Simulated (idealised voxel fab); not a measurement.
Module name: voxel wiring stack (process module)
The width of the displayed cross-section, cut, is 240 nm; its cells are square, with a size of 5 nm.
How to read a cross-section here: the picture is a grid of square cells, written as bands going from the top down, and any band can span one or more rows of cells. For a band, the entry starts with two heights in nm, that of the top and then that of the bottom, and carries on with the band's materials in order from left to right, each alongside its width in nm; the word "full width" beside a single material means it fills the band edge to edge, and "empty" means empty space. All heights in this document are referenced to 0, defined as the level beneath which the wafer, as received, consists entirely of one material. The lowest band is not bounded below; it extends indefinitely downward and is written in the form "0 nm and below". The two numbers in a width such as "30 to 40" mark its ends across the band: the first belongs to the top row of cells, the second to the bottom row, and from each row to the next the width moves by the same amount. "no modification", as given for a step, is the statement that not any cell of the cross-section underwent a change during that step. Look at "Closed void entries" for the closed voids: empty spaces with no open path to the top, sized 8 cells or up. Each is width x height at distance, distance from the left edge, all nm. Post-settings text on a step line: simulator's own remark regarding the step. overlay nm: step with mask; distance mask lay right of planned place; negative value = left of planned place.
Steps in the process plan
1) RECEIVE | material Si
2) CONFORMAL_DEP | material SiO2 | thk nm 10
3) DIRECTIONAL_DEP | material TiN | thk nm 5
4) DIRECTIONAL_DEP | material W | thk nm 25
5) DIRECTIONAL_DEP | material aC | thk nm 15
6) PATTERN | tone cover | mask id METAL_1 | material resist | width nm 25 | pitch nm 40 | thk nm 30 | overlay nm 0
7) DIRECTIONAL_ETCH | etch materials aC | depth nm 15
8) STRIP | etch materials resist
9) DIRECTIONAL_ETCH | etch materials W | depth nm 25
10) DIRECTIONAL_ETCH | etch materials TiN | depth nm 5
11) STRIP | etch materials aC
12) CONFORMAL_DEP | material SiCN | thk nm 5
13) FILL_DEP | material lowk | thk nm 5
14) CMP | height nm 40
15) CONFORMAL_DEP | material SiCN | thk nm 5
16) DIRECTIONAL_DEP | material SiO2 | thk nm 20
17) MASKED_ETCH | tone open | mask id PLUG_1 | width nm 15 | pitch nm 80 | etch materials SiO2 | depth nm 20 | overlay nm 0
18) MASKED_ETCH | tone open | mask id PLUG_1 | width nm 15 | pitch nm 80 | etch materials SiCN | depth nm 5 | overlay nm 0
19) EPI | material Ru | thk nm 10
20) EPI | material Ru | thk nm 10
21) EPI | material Ru | thk nm 5
22) CONFORMAL_DEP | material SiN | thk nm 5
23) DIRECTIONAL_DEP | material lowk | thk nm 20
24) DIRECTIONAL_DEP | material aC | thk nm 15
25) PATTERN | tone open | mask id METAL_2 | material resist | width nm 25 | pitch nm 40 | thk nm 35 | overlay nm 0
26) DIRECTIONAL_ETCH | etch materials aC | depth nm 15
27) STRIP | etch materials resist
28) DIRECTIONAL_ETCH | etch materials lowk | depth nm 20
29) DIRECTIONAL_ETCH | etch materials SiN | depth nm 5
30) STRIP | etch materials aC
31) CONFORMAL_DEP | material TiN | thk nm 5
32) FILL_DEP | material Cu | thk nm 10
33) CMP | height nm 90
34) EPI | material Ru | thk nm 5
35) FILL_DEP | material SiCN | thk nm 5
Shown in cross-section is the wafer as received, that is, as it stands after step 1
> 0 nm and below | Si full width
> Closed void entries: none
Figure: cross-sectional view of the wafer upon completion of the module, processed from the initial state and according to the plan depicted above, with one error introduced during execution
> 100 nm to 95 nm | SiCN full width
> 95 nm to 90 nm | 40 of SiCN | 35 of Ru | 5 of SiCN | 35 of Ru | 5 of SiCN | 35 of Ru | 5 of SiCN | 35 of Ru | 45 of SiCN
> 90 nm to 80 nm | 45 of lowk | 5 of TiN | 15 of Cu | 5 of TiN | 15 of lowk | 5 of TiN | 15 of Cu | 5 of TiN | 15 of lowk | 5 of TiN | 15 of Cu | 5 of TiN | 15 of lowk | 5 of TiN | 15 of Cu | 5 of TiN | 50 of lowk
> 80 nm to 75 nm | 30 of lowk | 15 of SiN | 25 of TiN | 5 of SiN | 10 of lowk | 5 of TiN | 15 of Cu | 5 of TiN | 15 of SiN | 25 of TiN | 5 of SiN | 10 of lowk | 5 of TiN | 15 of Cu | 5 of TiN | 50 of lowk
> 75 nm to 70 nm | 30 of lowk | 5 of SiN | 35 of Ru | 5 of SiN | 10 of lowk | 5 of TiN | 15 of Cu | 5 of TiN | 5 of SiN | 35 of Ru | 5 of SiN | 10 of lowk | 5 of TiN | 15 of Cu | 5 of TiN | 50 of lowk
> 70 nm to 65 nm | 35 of SiN | 35 of Ru | 15 of SiN | 25 of TiN | 5 of SiN | 35 of Ru | 15 of SiN | 25 of TiN | 50 of SiN
> 65 nm to 45 nm | 45 of SiO2 | 15 of Ru | 65 of SiO2 | 15 of Ru | 100 of SiO2
> 45 nm to 40 nm | 45 of SiCN | 15 of Ru | 65 of SiCN | 15 of Ru | 100 of SiCN
> 40 nm to 15 nm | 40 of lowk | 5 of SiCN | 25 of W | 5 of SiCN | 5 of lowk | 5 of SiCN | 25 of W | 5 of SiCN | 5 of lowk | 5 of SiCN | 25 of W | 5 of SiCN | 5 of lowk | 5 of SiCN | 25 of W | 5 of SiCN | 45 of lowk
> 15 nm to 10 nm | 45 of SiCN | 25 of TiN | 15 of SiCN | 25 of TiN | 15 of SiCN | 25 of TiN | 15 of SiCN | 25 of TiN | 50 of SiCN
> 10 nm to 0 nm | SiO2 full width
> 0 nm and below | Si full width
> Closed void entries: none
Deviation from plan: one of the like steps 19 and 20 was run twice, and which one is unknowable
